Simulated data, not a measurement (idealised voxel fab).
A process module follows: voxel capacitor over wiring.
In the cross-section labelled cut, the width is 155 nm and each square cell is 5 nm.
Square cells in a grid make up a cross-section in this document, and the grid is given as bands, listed from the top down, each one or more rows of cells.
Each band's line starts with the height of the band's top and of its bottom, in nm. Then come its materials from left to right, each with its width in nm. One material with "edge to edge" fills the band from edge to edge. "air" is empty space.
Heights from 0 (as-received wafer is one material below). Bottom band endless downward, as "0 nm and below".
When a width is written as two numbers, as in "30 to 40", the first number is the width in the top row of cells of the band and the second is the width in its bottom row, and the width changes by the same amount from each row to the next.
"changes: none" means the step left every cell of the cross-section as it was.
Voids not open to the top, 8 cells minimum: see "Sealed cavities". Written width x height at distance; distance is from the left edge; nm.
Past the settings on a step's line: simulator remark, on that step.
overlay nm: step with mask; distance mask lay right of planned place; negative value = left of planned place.
Steps planned for the process
- 1: RECEIVE | material Si
- 2: CONFORMAL_DEP | material SiO2 | thk nm 15
- 3: CONFORMAL_DEP | material SiCN | thk nm 5
- 4: DIRECTIONAL_DEP | material lowk | thk nm 25
- 5: DIRECTIONAL_DEP | material aC | thk nm 10
- 6: PATTERN | tone open | mask id METAL_1 | material resist | width nm 20 | pitch nm 85 | thk nm 30 | overlay nm 0
- 7: DIRECTIONAL_ETCH | etch materials aC | depth nm 10
- 8: STRIP | etch materials resist
- 9: DIRECTIONAL_ETCH | etch materials lowk | depth nm 25
- 10: DIRECTIONAL_ETCH | etch materials SiCN | depth nm 5
- 11: STRIP | etch materials aC
- 12: CONFORMAL_DEP | material TiN | thk nm 5
- 13: FILL_DEP | material Cu | thk nm 5
- 14: CMP | height nm 45
- 15: CONFORMAL_DEP | material SiCN | thk nm 5
- 16: DIRECTIONAL_DEP | material lowk | thk nm 15
- 17: DIRECTIONAL_DEP | material aC | thk nm 10
- 18: PATTERN | tone open | mask id PLUG_1 | material resist | width nm 15 | thk nm 25 | overlay nm 0
- 19: DIRECTIONAL_ETCH | etch materials aC | depth nm 10
- 20: STRIP | etch materials resist
- 21: DIRECTIONAL_ETCH | etch materials lowk | depth nm 15
- 22: DIRECTIONAL_ETCH | etch materials SiCN | depth nm 5
- 23: STRIP | etch materials aC
- 24: EPI | material Ru | thk nm 10
- 25: EPI | material Ru | thk nm 10
- 26: DIRECTIONAL_DEP | material TiN | thk nm 5
- 27: DIRECTIONAL_DEP | material HfO2 | thk nm 5
- 28: DIRECTIONAL_DEP | material TiN | thk nm 10
- 29: MASKED_ETCH | tone cover | mask id UPPER_PLATE | width nm 70 | etch materials TiN | depth nm 10 | overlay nm 0
- 30: MASKED_ETCH | tone cover | mask id UPPER_PLATE | width nm 60 | etch materials HfO2 | depth nm 5 | overlay nm 0
- 31: PATTERN | tone cover | mask id LOWER_PLATE | material resist | width nm 80 | thk nm 15 | overlay nm 0
- 32: DIRECTIONAL_ETCH | etch materials TiN | depth nm 5
- 33: STRIP | etch materials resist
- 34: FILL_DEP | material SiO2 | thk nm 15
- 35: CMP | height nm 95
- 36: DIRECTIONAL_DEP | material aC | thk nm 10
- 37: PATTERN | tone open | mask id PLUG_2 | material resist | width nm 15 | thk nm 30 | overlay nm 0
- 38: DIRECTIONAL_ETCH | etch materials aC | depth nm 10
- 39: STRIP | etch materials resist
- 40: DIRECTIONAL_ETCH | etch materials SiO2 | depth nm 10
- 41: STRIP | etch materials aC
- 42: CONFORMAL_DEP | material TiN | thk nm 5
- 43: FILL_DEP | material W | thk nm 10
- 44: CMP | height nm 95
- 45: CONFORMAL_DEP | material SiCN | thk nm 5
For this document, wafers share an identical start and vary in the step 30 width nm; the plan quotes the first wafer's value.
First of several wafers, received after step 1, in cross-section
	0 nm and below = Si edge to edge
	Sealed cavities: none
Here is how to read the rows: every wafer has a row, and it shows the wafer at the end of the module, giving for each material how many cells were gained (+) or lost (-) since the wafer was received, then listing its closed voids
width nm 60; +20 Cu; +14 HfO2; +12 Ru; +82 SiCN; +215 SiO2; +77 TiN; +1 W; +199 lowk; Sealed cavities: none
width nm 65; +20 Cu; +14 HfO2; +12 Ru; +82 SiCN; +215 SiO2; +77 TiN; +1 W; +199 lowk; Sealed cavities: none
width nm 70; +20 Cu; +14 HfO2; +12 Ru; +82 SiCN; +215 SiO2; +77 TiN; +1 W; +199 lowk; Sealed cavities: none
width nm 75; +20 Cu; +15 HfO2; +12 Ru; +82 SiCN; +214 SiO2; +77 TiN; +1 W; +199 lowk; Sealed cavities: none
width nm 80; +20 Cu; +16 HfO2; +12 Ru; +82 SiCN; +213 SiO2; +77 TiN; +1 W; +199 lowk; Sealed cavities: none
width nm 85; +20 Cu; +17 HfO2; +12 Ru; +82 SiCN; +211 SiO2; +78 TiN; +1 W; +199 lowk; Sealed cavities: none
